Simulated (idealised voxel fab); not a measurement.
process module | voxel wiring stack
Cross-section cut: width 205 nm, square cells of 5 nm.
We lay out every cross-section as a grid of square cells and spell it out in bands from the top down, where one band means one or more rows of cells.
The entry gives the band's vertical extent as a top height and a bottom height in nm, then its horizontal make-up as materials from left to right, each with a width in nm. "air" stands for empty space; a single material marked "edge to edge" fills the band edge to edge.
All heights in this document are referenced to 0, defined as the level beneath which the wafer, as received, consists entirely of one material. The lowest band is not bounded below; it extends indefinitely downward and is written in the form "from 0 down".
Graded width ("30 to 40"): value in top row of band = first number; value in bottom row = second number; row-to-row change constant.
The cross-section has no changed cell in any step marked "no change occurred".
Heads up: "Sealed void inventory" only lists the empty pockets with no open path to the top that are 8 cells or more, and it writes them as width x height at distance, distance from the left edge, in nm.
Note: text after step settings on the step line = simulator remark on that step.
The optional step-line setting "overlay nm" applies to steps with a mask and quantifies how far to the right of its planned location the mask lay, a negative value indicating leftward placement.
**Intended process steps**
1) RECEIVE with material Si
2) CONFORMAL_DEP with material SiO2, thk nm 15
3) DIRECTIONAL_DEP with material TiN, thk nm 5
4) DIRECTIONAL_DEP with material W, thk nm 25
5) PATTERN with tone cover, mask id METAL_1, material resist, width nm 30, pitch nm 55, thk nm 15, overlay nm 0
6) DIRECTIONAL_ETCH with etch materials W, depth nm 25
7) DIRECTIONAL_ETCH with etch materials TiN, depth nm 5
8) STRIP with etch materials resist
9) FILL_DEP with material lowk, thk nm 5
10) CMP with height nm 45
11) CONFORMAL_DEP with material SiCN, thk nm 5
12) DIRECTIONAL_DEP with material SiO2, thk nm 20
13) DIRECTIONAL_DEP with material aC, thk nm 10
14) PATTERN with tone open, mask id PLUG_1, material resist, width nm 15, pitch nm 110, thk nm 30, overlay nm 0
15) DIRECTIONAL_ETCH with etch materials aC, depth nm 10
16) STRIP with etch materials resist
17) DIRECTIONAL_ETCH with etch materials SiO2, depth nm 20
18) DIRECTIONAL_ETCH with etch materials SiCN, depth nm 5
19) STRIP with etch materials aC
20) CONFORMAL_DEP with material TiN, thk nm 5
21) FILL_DEP with material W, thk nm 5
22) CMP with height nm 70
23) DIRECTIONAL_DEP with material TiN, thk nm 5
24) DIRECTIONAL_DEP with material W, thk nm 15
25) PATTERN with tone cover, mask id METAL_2, material resist, width nm 30, pitch nm 55, thk nm 20, overlay nm 0
26) DIRECTIONAL_ETCH with etch materials W, depth nm 15
27) DIRECTIONAL_ETCH with etch materials TiN, depth nm 5
28) STRIP with etch materials resist
29) FILL_DEP with material SiO2, thk nm 10
30) CMP with height nm 90
31) CONFORMAL_DEP with material SiCN, thk nm 5
32) DIRECTIONAL_DEP with material lowk, thk nm 30
33) PATTERN with tone open, mask id METAL_3_HOLES, material resist, width nm 15, pitch nm 55, thk nm 20, overlay nm 0
34) DIRECTIONAL_ETCH with etch materials lowk, depth nm 30
35) STRIP with etch materials resist
36) MASKED_ETCH with tone open, mask id METAL_3, width nm 30, pitch nm 55, etch materials lowk, depth nm 15, overlay nm 0
37) MASKED_ETCH with tone open, mask id METAL_3, width nm 30, pitch nm 55, etch materials SiCN, depth nm 5, overlay nm 0
38) CONFORMAL_DEP with material TiN, thk nm 5
39) FILL_DEP with material Ru, thk nm 10
40) CMP with height nm 125
41) CONFORMAL_DEP with material SiN, thk nm 5
**Cross-section of the wafer upon arrival, representing the state reached after step 1**
> from 0 down | Si edge to edge
> Sealed void inventory: none
**Starting structure and process plan are as shown above, but one mistake was made in running the module; the wafer cross-section at the end of the module follows**
> from 130 to 125 | SiN edge to edge
> from 125 to 115 | lowk 30 | TiN 5 | Ru 20 | TiN 5 | lowk 25 | TiN 5 | Ru 20 | TiN 5 | lowk 25 | TiN 5 | Ru 20 | TiN 5 | lowk 35
> from 115 to 110 | lowk 30 | TiN 5 | Ru 5 | TiN 20 | lowk 25 | TiN 5 | Ru 5 | TiN 20 | lowk 25 | TiN 5 | Ru 5 | TiN 20 | lowk 35
> from 110 to 95 | lowk 30 | TiN 5 | Ru 5 | TiN 5 | lowk 40 | TiN 5 | Ru 5 | TiN 5 | lowk 40 | TiN 5 | Ru 5 | TiN 5 | lowk 50
> from 95 to 90 | SiCN 30 | TiN 15 | SiCN 40 | TiN 15 | SiCN 40 | TiN 15 | SiCN 50
> from 90 to 75 | SiO2 30 | W 30 | SiO2 25 | W 30 | SiO2 25 | W 30 | SiO2 35
> from 75 to 70 | SiO2 30 | TiN 30 | SiO2 25 | TiN 30 | SiO2 25 | TiN 30 | SiO2 35
> from 70 to 50 | SiO2 30 | TiN 5 | W 10 | TiN 5 | SiO2 90 | TiN 5 | W 10 | TiN 5 | SiO2 45
> from 50 to 45 | SiCN 30 | TiN 20 | SiCN 90 | TiN 20 | SiCN 45
> from 45 to 20 | lowk 30 | W 30 | lowk 25 | W 30 | lowk 25 | W 30 | lowk 35
> from 20 to 15 | lowk 30 | TiN 30 | lowk 25 | TiN 30 | lowk 25 | TiN 30 | lowk 35
> from 15 to 0 | SiO2 edge to edge
> from 0 down | Si edge to edge
> Sealed void inventory: none
Heads up, the wafer didn't run the way we planned it: step 14 was processed under conditions differing from the plan, specifically as PATTERN with tone open, mask id PLUG_1, material resist, width nm 20, pitch nm 110, thk nm 30, overlay nm 0
